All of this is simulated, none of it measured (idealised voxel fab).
process module | voxel self aligned contacts
cross-section cut | 240 nm wide | cells 5 nm
A cross-section is a grid of square cells, given in bands from the top down. A band is one or more rows of cells.
Each band's line starts with the height of the band's top and of its bottom, in nm. Then come its materials from left to right, each with its width in nm. One material with "throughout" fills the band from edge to edge. "air" is empty space.
Height 0 is the level under which the wafer as received is all one material. The lowest band goes on downwards, as in "0 down".
A width such as "30 to 40" changes by the same amount from each row of cells to the next, from the band's top row to its bottom row.
"no change" after a step means that no cell of the cross-section changed.
closed voids: empty space of 8 cells or more with no open way to the top, each as width x height at its distance from the left edge, in nm
after a step's settings: what the simulator itself notes on the step
overlay nm, on a step with a mask: how far to the right of its planned place the mask lay; to the left if negative
plan
1 op RECEIVE | material Si
2 op CONFORMAL_DEP | material SiO2 | thk nm 5
3 op DIRECTIONAL_DEP | material polySi | thk nm 25
4 op DIRECTIONAL_DEP | material SiN | thk nm 20
5 op DIRECTIONAL_DEP | material aC | thk nm 15
6 op PATTERN | tone cover | mask id GATE | material resist | width nm 35 | pitch nm 60 | thk nm 30 | overlay nm 0
7 op DIRECTIONAL_ETCH | etch materials aC | depth nm 15
8 op STRIP | etch materials resist
9 op DIRECTIONAL_ETCH | etch materials SiN | depth nm 20
10 op DIRECTIONAL_ETCH | etch materials polySi | depth nm 25
11 op STRIP | etch materials aC
12 op CONFORMAL_DEP | material SiN | thk nm 5
13 op DIRECTIONAL_ETCH | etch materials SiN | depth nm 5
14 op FILL_DEP | material SiO2 | thk nm 15
15 op CMP | height nm 55
16 op PATTERN | tone open | mask id CONTACT | material resist | width nm 45 | thk nm 15 | overlay nm 0
17 op DIRECTIONAL_ETCH | etch materials SiO2 | depth nm 55
18 op STRIP | etch materials resist
19 op CONFORMAL_DEP | material TiN | thk nm 5
20 op FILL_DEP | material W | thk nm 5
21 op CMP | height nm 55
22 op CONFORMAL_DEP | material SiN | thk nm 5
as received, after step 1
  0 down: Si throughout
  closed voids: none
first wafer at the end, as planned
  60 to 55: SiN throughout
  55 to 50: SiO2 95 | TiN 20 | W 5 | TiN 20 | SiO2 100
  50 to 30: SiO2 65 | SiN 45 | TiN 5 | W 5 | TiN 5 | SiN 45 | SiO2 70
  30 to 5: SiO2 65 | SiN 5 | polySi 35 | SiN 5 | TiN 5 | W 5 | TiN 5 | SiN 5 | polySi 35 | SiN 5 | SiO2 70
  5 to 0: SiO2 110 | TiN 15 | SiO2 115
  0 down: Si throughout
  closed voids: none
second wafer at the end: like start, like plan, one mistake
  60 to 55: SiN throughout
  55 to 50: SiO2 95 | TiN 20 | W 5 | TiN 25 | SiO2 95
  50 to 30: SiO2 65 | SiN 45 | TiN 5 | W 5 | TiN 5 | SiN 45 | SiO2 70
  30 to 5: SiO2 65 | SiN 5 | polySi 35 | SiN 5 | TiN 5 | W 5 | TiN 5 | SiN 5 | polySi 35 | SiN 5 | SiO2 70
  5 to 0: SiO2 110 | TiN 15 | SiO2 115
  0 down: Si throughout
  closed voids: none
what went wrong: step 16 ran as: op PATTERN | tone open | mask id CONTACT | material resist | width nm 50 | thk nm 15 | overlay nm 0
at the end the second wafer has, in cells: 1 fewer of SiO2 | 1 more of TiN
